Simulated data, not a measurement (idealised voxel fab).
process module | voxel wiring stack
cross-section cut | 260 nm wide | cells 5 nm
A cross-section is a grid of square cells, given in bands from the top down. A band is one or more rows of cells.
Each band's line starts with the height of the band's top and of its bottom, in nm. Then come its materials from left to right, each with its width in nm. One material with "throughout" fills the band from edge to edge. "air" is empty space.
Height 0 is the level under which the wafer as received is all one material. The lowest band goes on downwards, as in "0 down".
A width such as "30 to 40" changes by the same amount from each row of cells to the next, from the band's top row to its bottom row.
"no change" after a step means that no cell of the cross-section changed.
closed voids: empty space of 8 cells or more with no open way to the top, each as width x height at its distance from the left edge, in nm
after a step's settings: what the simulator itself notes on the step
overlay nm, on a step with a mask: how far to the right of its planned place the mask lay; to the left if negative
plan
1 op RECEIVE | material Si
2 op CONFORMAL_DEP | material SiO2 | thk nm 15
3 op CONFORMAL_DEP | material SiN | thk nm 5
4 op DIRECTIONAL_DEP | material SiO2 | thk nm 20
5 op PATTERN | tone open | mask id METAL_1 | material resist | width nm 30 | pitch nm 60 | thk nm 20 | overlay nm 0
6 op DIRECTIONAL_ETCH | etch materials SiO2 | depth nm 20
7 op DIRECTIONAL_ETCH | etch materials SiN | depth nm 5
8 op STRIP | etch materials resist
9 op CONFORMAL_DEP | material TiN | thk nm 5
10 op FILL_DEP | material Cu | thk nm 5
11 op CMP | height nm 40
12 op CONFORMAL_DEP | material SiCN | thk nm 5
13 op DIRECTIONAL_DEP | material lowk | thk nm 30
14 op PATTERN | tone open | mask id METAL_2_HOLES | material resist | width nm 15 | pitch nm 120 | thk nm 20 | overlay nm 0
15 op DIRECTIONAL_ETCH | etch materials lowk | depth nm 30
16 op STRIP | etch materials resist
17 op DIRECTIONAL_DEP | material aC | thk nm 15
18 op PATTERN | tone open | mask id METAL_2 | material resist | width nm 30 | pitch nm 60 | thk nm 35 | overlay nm 0
19 op DIRECTIONAL_ETCH | etch materials aC | depth nm 15
20 op STRIP | etch materials resist
21 op DIRECTIONAL_ETCH | etch materials lowk | depth nm 15
22 op DIRECTIONAL_ETCH | etch materials SiCN | depth nm 5
23 op STRIP | etch materials aC
24 op CONFORMAL_DEP | material TiN | thk nm 5
25 op FILL_DEP | material Cu | thk nm 5
26 op CMP | height nm 75
27 op CONFORMAL_DEP | material SiCN | thk nm 5
28 op DIRECTIONAL_DEP | material SiO2 | thk nm 20
29 op PATTERN | tone open | mask id PLUG_2 | material resist | width nm 15 | pitch nm 60 | thk nm 15 | overlay nm 0
30 op DIRECTIONAL_ETCH | etch materials SiO2 | depth nm 20
31 op DIRECTIONAL_ETCH | etch materials SiCN | depth nm 5
32 op STRIP | etch materials resist
33 op CONFORMAL_DEP | material TiN | thk nm 5
34 op FILL_DEP | material Cu | thk nm 10
35 op CMP | height nm 100
36 op DIRECTIONAL_DEP | material TiN | thk nm 5
37 op DIRECTIONAL_DEP | material W | thk nm 25
38 op MASKED_ETCH | tone cover | mask id METAL_3 | width nm 30 | pitch nm 60 | etch materials W | depth nm 25 | overlay nm 0
39 op MASKED_ETCH | tone cover | mask id METAL_3 | width nm 30 | pitch nm 60 | etch materials TiN | depth nm 5 | overlay nm 0
40 op CONFORMAL_DEP | material SiCN | thk nm 5
41 op FILL_DEP | material SiO2 | thk nm 10
42 op CMP | height nm 130
43 op CONFORMAL_DEP | material SiCN | thk nm 5
44 op DIRECTIONAL_DEP | material lowk | thk nm 20
45 op MASKED_ETCH | tone open | mask id PLUG_3 | width nm 15 | pitch nm 120 | etch materials lowk | depth nm 20 | overlay nm 0
46 op MASKED_ETCH | tone open | mask id PLUG_3 | width nm 15 | pitch nm 120 | etch materials SiCN | depth nm 5 | overlay nm 0
47 op EPI | material Ru | thk nm 10
48 op EPI | material Ru | thk nm 10
49 op EPI | material Ru | thk nm 5
50 op CONFORMAL_DEP | material SiCN | thk nm 5
51 op DIRECTIONAL_DEP | material SiO2 | thk nm 25
52 op PATTERN | tone open | mask id METAL_4 | material resist | width nm 30 | pitch nm 60 | thk nm 20 | overlay nm 0
53 op DIRECTIONAL_ETCH | etch materials SiO2 | depth nm 25
54 op DIRECTIONAL_ETCH | etch materials SiCN | depth nm 5
55 op STRIP | etch materials resist
56 op CONFORMAL_DEP | material TiN | thk nm 5
57 op FILL_DEP | material W | thk nm 5
58 op CMP | height nm 185
59 op EPI | material Ru | thk nm 5
60 op FILL_DEP | material SiCN | thk nm 5
first wafer, as planned
as received, after step 1
  0 down: Si throughout
  closed voids: none
after step 2
  15 to 0: SiO2 throughout
  below 0: unchanged
after step 3
  20 to 15: SiN throughout
  below 15: unchanged
after step 4
  40 to 20: SiO2 throughout
  below 20: unchanged
after step 5
  60 to 40: resist 55 | air 30 | resist 30 | air 30 | resist 30 | air 30 | resist 55
  below 40: unchanged
after step 6
  60 to 40: resist 55 | air 30 | resist 30 | air 30 | resist 30 | air 30 | resist 55
  40 to 20: SiO2 55 | air 30 | SiO2 30 | air 30 | SiO2 30 | air 30 | SiO2 55
  below 20: unchanged
after step 7
  60 to 40: resist 55 | air 30 | resist 30 | air 30 | resist 30 | air 30 | resist 55
  40 to 20: SiO2 55 | air 30 | SiO2 30 | air 30 | SiO2 30 | air 30 | SiO2 55
  20 to 15: SiN 55 | air 30 | SiN 30 | air 30 | SiN 30 | air 30 | SiN 55
  below 15: unchanged
after step 8
  40 to 20: SiO2 55 | air 30 | SiO2 30 | air 30 | SiO2 30 | air 30 | SiO2 55
  below 20: unchanged
after step 9
  45 to 40: TiN 60 | air 20 | TiN 40 | air 20 | TiN 40 | air 20 | TiN 60
  40 to 20: SiO2 55 | TiN 5 | air 20 | TiN 5 | SiO2 30 | TiN 5 | air 20 | TiN 5 | SiO2 30 | TiN 5 | air 20 | TiN 5 | SiO2 55
  20 to 15: SiN 55 | TiN 30 | SiN 30 | TiN 30 | SiN 30 | TiN 30 | SiN 55
  below 15: unchanged
after step 10
  50 to 45: Cu throughout
  45 to 40: TiN 60 | Cu 20 | TiN 40 | Cu 20 | TiN 40 | Cu 20 | TiN 60
  40 to 20: SiO2 55 | TiN 5 | Cu 20 | TiN 5 | SiO2 30 | TiN 5 | Cu 20 | TiN 5 | SiO2 30 | TiN 5 | Cu 20 | TiN 5 | SiO2 55
  below 20: unchanged
after step 11
  40 to 20: SiO2 55 | TiN 5 | Cu 20 | TiN 5 | SiO2 30 | TiN 5 | Cu 20 | TiN 5 | SiO2 30 | TiN 5 | Cu 20 | TiN 5 | SiO2 55
  below 20: unchanged
after step 12
  45 to 40: SiCN throughout
  below 40: unchanged
after step 13
  75 to 45: lowk throughout
  below 45: unchanged
after step 14
  95 to 75: resist 55 | air 15 | resist 105 | air 15 | resist 70
  below 75: unchanged
after step 15
  95 to 75: resist 55 | air 15 | resist 105 | air 15 | resist 70
  75 to 45: lowk 55 | air 15 | lowk 105 | air 15 | lowk 70
  below 45: unchanged
after step 16
  75 to 45: lowk 55 | air 15 | lowk 105 | air 15 | lowk 70
  below 45: unchanged
after step 17
  90 to 75: aC 55 | air 15 | aC 105 | air 15 | aC 70
  75 to 60: lowk 55 | air 15 | lowk 105 | air 15 | lowk 70
  60 to 45: lowk 55 | aC 15 | lowk 105 | aC 15 | lowk 70
  below 45: unchanged
after step 18
  125 to 90: resist 55 | air 30 | resist 30 | air 30 | resist 30 | air 30 | resist 55
  below 90: unchanged
after step 19
  110 to 90: resist 55 | air 30 | resist 30 | air 30 | resist 30 | air 30 | resist 55
  90 to 75: aC 55 | air 30 | aC 30 | air 30 | aC 30 | air 30 | aC 55
  75 to 45: lowk 55 | air 15 | lowk 105 | air 15 | lowk 70
  below 45: unchanged
after step 20
  90 to 75: aC 55 | air 30 | aC 30 | air 30 | aC 30 | air 30 | aC 55
  below 75: unchanged
after step 21
  90 to 75: aC 55 | air 30 | aC 30 | air 30 | aC 30 | air 30 | aC 55
  75 to 60: lowk 55 | air 30 | lowk 30 | air 30 | lowk 30 | air 30 | lowk 55
  below 60: unchanged
after step 22
  90 to 75: aC 55 | air 30 | aC 30 | air 30 | aC 30 | air 30 | aC 55
  75 to 60: lowk 55 | air 30 | lowk 30 | air 30 | lowk 30 | air 30 | lowk 55
  60 to 45: lowk 55 | air 15 | lowk 105 | air 15 | lowk 70
  45 to 40: SiCN 55 | air 15 | SiCN 105 | air 15 | SiCN 70
  below 40: unchanged
after step 23
  75 to 60: lowk 55 | air 30 | lowk 30 | air 30 | lowk 30 | air 30 | lowk 55
  below 60: unchanged
after step 24
  80 to 75: TiN 60 | air 20 | TiN 40 | air 20 | TiN 40 | air 20 | TiN 60
  75 to 65: lowk 55 | TiN 5 | air 20 | TiN 5 | lowk 30 | TiN 5 | air 20 | TiN 5 | lowk 30 | TiN 5 | air 20 | TiN 5 | lowk 55
  65 to 60: lowk 55 | TiN 5 | air 5 | TiN 20 | lowk 30 | TiN 30 | lowk 30 | TiN 5 | air 5 | TiN 20 | lowk 55
  60 to 45: lowk 55 | TiN 5 | air 5 | TiN 5 | lowk 105 | TiN 5 | air 5 | TiN 5 | lowk 70
  45 to 40: SiCN 55 | TiN 15 | SiCN 105 | TiN 15 | SiCN 70
  below 40: unchanged
after step 25
  85 to 80: Cu throughout
  80 to 75: TiN 60 | Cu 20 | TiN 40 | Cu 20 | TiN 40 | Cu 20 | TiN 60
  75 to 65: lowk 55 | TiN 5 | Cu 20 | TiN 5 | lowk 30 | TiN 5 | Cu 20 | TiN 5 | lowk 30 | TiN 5 | Cu 20 | TiN 5 | lowk 55
  65 to 60: lowk 55 | TiN 5 | Cu 5 | TiN 20 | lowk 30 | TiN 30 | lowk 30 | TiN 5 | Cu 5 | TiN 20 | lowk 55
  60 to 45: lowk 55 | TiN 5 | Cu 5 | TiN 5 | lowk 105 | TiN 5 | Cu 5 | TiN 5 | lowk 70
  below 45: unchanged
after step 26
  75 to 65: lowk 55 | TiN 5 | Cu 20 | TiN 5 | lowk 30 | TiN 5 | Cu 20 | TiN 5 | lowk 30 | TiN 5 | Cu 20 | TiN 5 | lowk 55
  below 65: unchanged
after step 27
  80 to 75: SiCN throughout
  below 75: unchanged
after step 28
  100 to 80: SiO2 throughout
  below 80: unchanged
after step 29
  115 to 100: resist 55 | air 15 | resist 45 | air 15 | resist 45 | air 15 | resist 70
  below 100: unchanged
after step 30
  115 to 100: resist 55 | air 15 | resist 45 | air 15 | resist 45 | air 15 | resist 70
  100 to 80: SiO2 55 | air 15 | SiO2 45 | air 15 | SiO2 45 | air 15 | SiO2 70
  below 80: unchanged
after step 31
  115 to 100: resist 55 | air 15 | resist 45 | air 15 | resist 45 | air 15 | resist 70
  100 to 80: SiO2 55 | air 15 | SiO2 45 | air 15 | SiO2 45 | air 15 | SiO2 70
  80 to 75: SiCN 55 | air 15 | SiCN 45 | air 15 | SiCN 45 | air 15 | SiCN 70
  below 75: unchanged
after step 32
  100 to 80: SiO2 55 | air 15 | SiO2 45 | air 15 | SiO2 45 | air 15 | SiO2 70
  below 80: unchanged
after step 33
  105 to 100: TiN 60 | air 5 | TiN 55 | air 5 | TiN 55 | air 5 | TiN 75
  100 to 80: SiO2 55 | TiN 5 | air 5 | TiN 5 | SiO2 45 | TiN 5 | air 5 | TiN 5 | SiO2 45 | TiN 5 | air 5 | TiN 5 | SiO2 70
  80 to 75: SiCN 55 | TiN 15 | SiCN 45 | TiN 15 | SiCN 45 | TiN 15 | SiCN 70
  below 75: unchanged
after step 34
  115 to 105: Cu throughout
  105 to 100: TiN 60 | Cu 5 | TiN 55 | Cu 5 | TiN 55 | Cu 5 | TiN 75
  100 to 80: SiO2 55 | TiN 5 | Cu 5 | TiN 5 | SiO2 45 | TiN 5 | Cu 5 | TiN 5 | SiO2 45 | TiN 5 | Cu 5 | TiN 5 | SiO2 70
  below 80: unchanged
after step 35
  100 to 80: SiO2 55 | TiN 5 | Cu 5 | TiN 5 | SiO2 45 | TiN 5 | Cu 5 | TiN 5 | SiO2 45 | TiN 5 | Cu 5 | TiN 5 | SiO2 70
  below 80: unchanged
after step 36
  105 to 100: TiN throughout
  below 100: unchanged
after step 37
  130 to 105: W throughout
  below 105: unchanged
after step 38
  130 to 105: air 55 | W 30 | air 30 | W 30 | air 30 | W 30 | air 55
  below 105: unchanged
after step 39
  130 to 105: air 55 | W 30 | air 30 | W 30 | air 30 | W 30 | air 55
  105 to 100: air 55 | TiN 30 | air 30 | TiN 30 | air 30 | TiN 30 | air 55
  below 100: unchanged
after step 40
  135 to 130: air 50 | SiCN 40 | air 20 | SiCN 40 | air 20 | SiCN 40 | air 50
  130 to 105: air 50 | SiCN 5 | W 30 | SiCN 5 | air 20 | SiCN 5 | W 30 | SiCN 5 | air 20 | SiCN 5 | W 30 | SiCN 5 | air 50
  105 to 100: SiCN 55 | TiN 30 | SiCN 30 | TiN 30 | SiCN 30 | TiN 30 | SiCN 55
  below 100: unchanged
after step 41
  145 to 135: SiO2 throughout
  135 to 130: SiO2 50 | SiCN 40 | SiO2 20 | SiCN 40 | SiO2 20 | SiCN 40 | SiO2 50
  130 to 105: SiO2 50 | SiCN 5 | W 30 | SiCN 5 | SiO2 20 | SiCN 5 | W 30 | SiCN 5 | SiO2 20 | SiCN 5 | W 30 | SiCN 5 | SiO2 50
  below 105: unchanged
after step 42
  130 to 105: SiO2 50 | SiCN 5 | W 30 | SiCN 5 | SiO2 20 | SiCN 5 | W 30 | SiCN 5 | SiO2 20 | SiCN 5 | W 30 | SiCN 5 | SiO2 50
  below 105: unchanged
after step 43
  135 to 130: SiCN throughout
  below 130: unchanged
after step 44
  155 to 135: lowk throughout
  below 135: unchanged
after step 45
  155 to 135: lowk 55 | air 15 | lowk 105 | air 15 | lowk 70
  below 135: unchanged
after step 46
  155 to 135: lowk 55 | air 15 | lowk 105 | air 15 | lowk 70
  135 to 130: SiCN 55 | air 15 | SiCN 105 | air 15 | SiCN 70
  below 130: unchanged
after step 47
  155 to 140: lowk 55 | air 15 | lowk 105 | air 15 | lowk 70
  140 to 135: lowk 55 | Ru 15 | lowk 105 | Ru 15 | lowk 70
  135 to 130: SiCN 55 | Ru 15 | SiCN 105 | Ru 15 | SiCN 70
  below 130: unchanged
after step 48
  155 to 150: lowk 55 | air 15 | lowk 105 | air 15 | lowk 70
  150 to 135: lowk 55 | Ru 15 | lowk 105 | Ru 15 | lowk 70
  below 135: unchanged
after step 49
  155 to 135: lowk 55 | Ru 15 | lowk 105 | Ru 15 | lowk 70
  below 135: unchanged
after step 50
  160 to 155: SiCN throughout
  below 155: unchanged
after step 51
  185 to 160: SiO2 throughout
  below 160: unchanged
after step 52
  205 to 185: resist 55 | air 30 | resist 30 | air 30 | resist 30 | air 30 | resist 55
  below 185: unchanged
after step 53
  205 to 185: resist 55 | air 30 | resist 30 | air 30 | resist 30 | air 30 | resist 55
  185 to 160: SiO2 55 | air 30 | SiO2 30 | air 30 | SiO2 30 | air 30 | SiO2 55
  below 160: unchanged
after step 54
  205 to 185: resist 55 | air 30 | resist 30 | air 30 | resist 30 | air 30 | resist 55
  185 to 160: SiO2 55 | air 30 | SiO2 30 | air 30 | SiO2 30 | air 30 | SiO2 55
  160 to 155: SiCN 55 | air 30 | SiCN 30 | air 30 | SiCN 30 | air 30 | SiCN 55
  below 155: unchanged
after step 55
  185 to 160: SiO2 55 | air 30 | SiO2 30 | air 30 | SiO2 30 | air 30 | SiO2 55
  below 160: unchanged
after step 56
  190 to 185: TiN 60 | air 20 | TiN 40 | air 20 | TiN 40 | air 20 | TiN 60
  185 to 160: SiO2 55 | TiN 5 | air 20 | TiN 5 | SiO2 30 | TiN 5 | air 20 | TiN 5 | SiO2 30 | TiN 5 | air 20 | TiN 5 | SiO2 55
  160 to 155: SiCN 55 | TiN 30 | SiCN 30 | TiN 30 | SiCN 30 | TiN 30 | SiCN 55
  below 155: unchanged
after step 57
  195 to 190: W throughout
  190 to 185: TiN 60 | W 20 | TiN 40 | W 20 | TiN 40 | W 20 | TiN 60
  185 to 160: SiO2 55 | TiN 5 | W 20 | TiN 5 | SiO2 30 | TiN 5 | W 20 | TiN 5 | SiO2 30 | TiN 5 | W 20 | TiN 5 | SiO2 55
  below 160: unchanged
after step 58
  185 to 160: SiO2 55 | TiN 5 | W 20 | TiN 5 | SiO2 30 | TiN 5 | W 20 | TiN 5 | SiO2 30 | TiN 5 | W 20 | TiN 5 | SiO2 55
  below 160: unchanged
after step 59
  190 to 185: air 50 | Ru 40 | air 20 | Ru 40 | air 20 | Ru 40 | air 50
  below 185: unchanged
after step 60
  195 to 190: SiCN throughout
  190 to 185: SiCN 50 | Ru 40 | SiCN 20 | Ru 40 | SiCN 20 | Ru 40 | SiCN 50
  below 185: unchanged
second wafer: like start, like plan, one mistake. Through step 12 it matches the first wafer
when step 13 should have ended
  105 to 45: lowk throughout
  below 45: unchanged
when step 14 should have ended
  125 to 105: resist 55 | air 15 | resist 105 | air 15 | resist 70
  below 105: unchanged
when step 15 should have ended
  125 to 105: resist 55 | air 15 | resist 105 | air 15 | resist 70
  105 to 75: lowk 55 | air 15 | lowk 105 | air 15 | lowk 70
  below 75: unchanged
when step 16 should have ended
  105 to 75: lowk 55 | air 15 | lowk 105 | air 15 | lowk 70
  below 75: unchanged
when step 17 should have ended
  120 to 105: aC 55 | air 15 | aC 105 | air 15 | aC 70
  105 to 90: lowk 55 | air 15 | lowk 105 | air 15 | lowk 70
  90 to 75: lowk 55 | aC 15 | lowk 105 | aC 15 | lowk 70
  below 75: unchanged
when step 18 should have ended
  155 to 120: resist 55 | air 30 | resist 30 | air 30 | resist 30 | air 30 | resist 55
  below 120: unchanged
when step 19 should have ended
  140 to 120: resist 55 | air 30 | resist 30 | air 30 | resist 30 | air 30 | resist 55
  120 to 105: aC 55 | air 30 | aC 30 | air 30 | aC 30 | air 30 | aC 55
  105 to 75: lowk 55 | air 15 | lowk 105 | air 15 | lowk 70
  below 75: unchanged
when step 20 should have ended
  120 to 105: aC 55 | air 30 | aC 30 | air 30 | aC 30 | air 30 | aC 55
  below 105: unchanged
when step 21 should have ended
  120 to 105: aC 55 | air 30 | aC 30 | air 30 | aC 30 | air 30 | aC 55
  105 to 90: lowk 55 | air 30 | lowk 30 | air 30 | lowk 30 | air 30 | lowk 55
  90 to 60: lowk 55 | air 15 | lowk 105 | air 15 | lowk 70
  below 60: unchanged
when step 22 should have ended: no change
when step 23 should have ended
  105 to 90: lowk 55 | air 30 | lowk 30 | air 30 | lowk 30 | air 30 | lowk 55
  below 90: unchanged
when step 24 should have ended
  110 to 105: TiN 60 | air 20 | TiN 40 | air 20 | TiN 40 | air 20 | TiN 60
  105 to 95: lowk 55 | TiN 5 | air 20 | TiN 5 | lowk 30 | TiN 5 | air 20 | TiN 5 | lowk 30 | TiN 5 | air 20 | TiN 5 | lowk 55
  95 to 90: lowk 55 | TiN 5 | air 5 | TiN 20 | lowk 30 | TiN 30 | lowk 30 | TiN 5 | air 5 | TiN 20 | lowk 55
  90 to 65: lowk 55 | TiN 5 | air 5 | TiN 5 | lowk 105 | TiN 5 | air 5 | TiN 5 | lowk 70
  65 to 60: lowk 55 | TiN 15 | lowk 105 | TiN 15 | lowk 70
  below 60: unchanged
when step 25 should have ended
  115 to 110: Cu throughout
  110 to 105: TiN 60 | Cu 20 | TiN 40 | Cu 20 | TiN 40 | Cu 20 | TiN 60
  105 to 95: lowk 55 | TiN 5 | Cu 20 | TiN 5 | lowk 30 | TiN 5 | Cu 20 | TiN 5 | lowk 30 | TiN 5 | Cu 20 | TiN 5 | lowk 55
  95 to 90: lowk 55 | TiN 5 | Cu 5 | TiN 20 | lowk 30 | TiN 30 | lowk 30 | TiN 5 | Cu 5 | TiN 20 | lowk 55
  90 to 65: lowk 55 | TiN 5 | Cu 5 | TiN 5 | lowk 105 | TiN 5 | Cu 5 | TiN 5 | lowk 70
  below 65: unchanged
when step 26 should have ended
  75 to 65: lowk 55 | TiN 5 | Cu 5 | TiN 5 | lowk 105 | TiN 5 | Cu 5 | TiN 5 | lowk 70
  below 65: unchanged
when step 27 should have ended
  80 to 75: SiCN throughout
  below 75: unchanged
when step 28 should have ended
  100 to 80: SiO2 throughout
  below 80: unchanged
when step 29 should have ended
  115 to 100: resist 55 | air 15 | resist 45 | air 15 | resist 45 | air 15 | resist 70
  below 100: unchanged
when step 30 should have ended
  115 to 100: resist 55 | air 15 | resist 45 | air 15 | resist 45 | air 15 | resist 70
  100 to 80: SiO2 55 | air 15 | SiO2 45 | air 15 | SiO2 45 | air 15 | SiO2 70
  below 80: unchanged
when step 31 should have ended
  115 to 100: resist 55 | air 15 | resist 45 | air 15 | resist 45 | air 15 | resist 70
  100 to 80: SiO2 55 | air 15 | SiO2 45 | air 15 | SiO2 45 | air 15 | SiO2 70
  80 to 75: SiCN 55 | air 15 | SiCN 45 | air 15 | SiCN 45 | air 15 | SiCN 70
  below 75: unchanged
when step 32 should have ended
  100 to 80: SiO2 55 | air 15 | SiO2 45 | air 15 | SiO2 45 | air 15 | SiO2 70
  below 80: unchanged
when step 33 should have ended
  105 to 100: TiN 60 | air 5 | TiN 55 | air 5 | TiN 55 | air 5 | TiN 75
  100 to 80: SiO2 55 | TiN 5 | air 5 | TiN 5 | SiO2 45 | TiN 5 | air 5 | TiN 5 | SiO2 45 | TiN 5 | air 5 | TiN 5 | SiO2 70
  80 to 75: SiCN 55 | TiN 15 | SiCN 45 | TiN 15 | SiCN 45 | TiN 15 | SiCN 70
  below 75: unchanged
when step 34 should have ended
  115 to 105: Cu throughout
  105 to 100: TiN 60 | Cu 5 | TiN 55 | Cu 5 | TiN 55 | Cu 5 | TiN 75
  100 to 80: SiO2 55 | TiN 5 | Cu 5 | TiN 5 | SiO2 45 | TiN 5 | Cu 5 | TiN 5 | SiO2 45 | TiN 5 | Cu 5 | TiN 5 | SiO2 70
  below 80: unchanged
when step 35 should have ended
  100 to 80: SiO2 55 | TiN 5 | Cu 5 | TiN 5 | SiO2 45 | TiN 5 | Cu 5 | TiN 5 | SiO2 45 | TiN 5 | Cu 5 | TiN 5 | SiO2 70
  below 80: unchanged
when step 36 should have ended
  105 to 100: TiN throughout
  below 100: unchanged
when step 37 should have ended
  130 to 105: W throughout
  below 105: unchanged
when step 38 should have ended
  130 to 105: air 55 | W 30 | air 30 | W 30 | air 30 | W 30 | air 55
  below 105: unchanged
when step 39 should have ended
  130 to 105: air 55 | W 30 | air 30 | W 30 | air 30 | W 30 | air 55
  105 to 100: air 55 | TiN 30 | air 30 | TiN 30 | air 30 | TiN 30 | air 55
  below 100: unchanged
when step 40 should have ended
  135 to 130: air 50 | SiCN 40 | air 20 | SiCN 40 | air 20 | SiCN 40 | air 50
  130 to 105: air 50 | SiCN 5 | W 30 | SiCN 5 | air 20 | SiCN 5 | W 30 | SiCN 5 | air 20 | SiCN 5 | W 30 | SiCN 5 | air 50
  105 to 100: SiCN 55 | TiN 30 | SiCN 30 | TiN 30 | SiCN 30 | TiN 30 | SiCN 55
  below 100: unchanged
when step 41 should have ended
  145 to 135: SiO2 throughout
  135 to 130: SiO2 50 | SiCN 40 | SiO2 20 | SiCN 40 | SiO2 20 | SiCN 40 | SiO2 50
  130 to 105: SiO2 50 | SiCN 5 | W 30 | SiCN 5 | SiO2 20 | SiCN 5 | W 30 | SiCN 5 | SiO2 20 | SiCN 5 | W 30 | SiCN 5 | SiO2 50
  below 105: unchanged
when step 42 should have ended
  130 to 105: SiO2 50 | SiCN 5 | W 30 | SiCN 5 | SiO2 20 | SiCN 5 | W 30 | SiCN 5 | SiO2 20 | SiCN 5 | W 30 | SiCN 5 | SiO2 50
  below 105: unchanged
when step 43 should have ended
  135 to 130: SiCN throughout
  below 130: unchanged
when step 44 should have ended
  155 to 135: lowk throughout
  below 135: unchanged
when step 45 should have ended
  155 to 135: lowk 55 | air 15 | lowk 105 | air 15 | lowk 70
  below 135: unchanged
when step 46 should have ended
  155 to 135: lowk 55 | air 15 | lowk 105 | air 15 | lowk 70
  135 to 130: SiCN 55 | air 15 | SiCN 105 | air 15 | SiCN 70
  below 130: unchanged
when step 47 should have ended
  155 to 140: lowk 55 | air 15 | lowk 105 | air 15 | lowk 70
  140 to 135: lowk 55 | Ru 15 | lowk 105 | Ru 15 | lowk 70
  135 to 130: SiCN 55 | Ru 15 | SiCN 105 | Ru 15 | SiCN 70
  below 130: unchanged
when step 48 should have ended
  155 to 150: lowk 55 | air 15 | lowk 105 | air 15 | lowk 70
  150 to 135: lowk 55 | Ru 15 | lowk 105 | Ru 15 | lowk 70
  below 135: unchanged
when step 49 should have ended
  155 to 135: lowk 55 | Ru 15 | lowk 105 | Ru 15 | lowk 70
  below 135: unchanged
when step 50 should have ended
  160 to 155: SiCN throughout
  below 155: unchanged
when step 51 should have ended
  185 to 160: SiO2 throughout
  below 160: unchanged
when step 52 should have ended
  205 to 185: resist 55 | air 30 | resist 30 | air 30 | resist 30 | air 30 | resist 55
  below 185: unchanged
when step 53 should have ended
  205 to 185: resist 55 | air 30 | resist 30 | air 30 | resist 30 | air 30 | resist 55
  185 to 160: SiO2 55 | air 30 | SiO2 30 | air 30 | SiO2 30 | air 30 | SiO2 55
  below 160: unchanged
when step 54 should have ended
  205 to 185: resist 55 | air 30 | resist 30 | air 30 | resist 30 | air 30 | resist 55
  185 to 160: SiO2 55 | air 30 | SiO2 30 | air 30 | SiO2 30 | air 30 | SiO2 55
  160 to 155: SiCN 55 | air 30 | SiCN 30 | air 30 | SiCN 30 | air 30 | SiCN 55
  below 155: unchanged
when step 55 should have ended
  185 to 160: SiO2 55 | air 30 | SiO2 30 | air 30 | SiO2 30 | air 30 | SiO2 55
  below 160: unchanged
when step 56 should have ended
  190 to 185: TiN 60 | air 20 | TiN 40 | air 20 | TiN 40 | air 20 | TiN 60
  185 to 160: SiO2 55 | TiN 5 | air 20 | TiN 5 | SiO2 30 | TiN 5 | air 20 | TiN 5 | SiO2 30 | TiN 5 | air 20 | TiN 5 | SiO2 55
  160 to 155: SiCN 55 | TiN 30 | SiCN 30 | TiN 30 | SiCN 30 | TiN 30 | SiCN 55
  below 155: unchanged
when step 57 should have ended
  195 to 190: W throughout
  190 to 185: TiN 60 | W 20 | TiN 40 | W 20 | TiN 40 | W 20 | TiN 60
  185 to 160: SiO2 55 | TiN 5 | W 20 | TiN 5 | SiO2 30 | TiN 5 | W 20 | TiN 5 | SiO2 30 | TiN 5 | W 20 | TiN 5 | SiO2 55
  below 160: unchanged
when step 58 should have ended
  185 to 160: SiO2 55 | TiN 5 | W 20 | TiN 5 | SiO2 30 | TiN 5 | W 20 | TiN 5 | SiO2 30 | TiN 5 | W 20 | TiN 5 | SiO2 55
  below 160: unchanged
when step 59 should have ended
  190 to 185: air 50 | Ru 40 | air 20 | Ru 40 | air 20 | Ru 40 | air 50
  below 185: unchanged
when step 60 should have ended
  195 to 190: SiCN throughout
  190 to 185: SiCN 50 | Ru 40 | SiCN 20 | Ru 40 | SiCN 20 | Ru 40 | SiCN 50
  below 185: unchanged
what went wrong: step 13 was run twice
at the end the second wafer has, in cells: 28 fewer of Cu | 6 more of SiCN | 32 fewer of TiN | 54 more of lowk
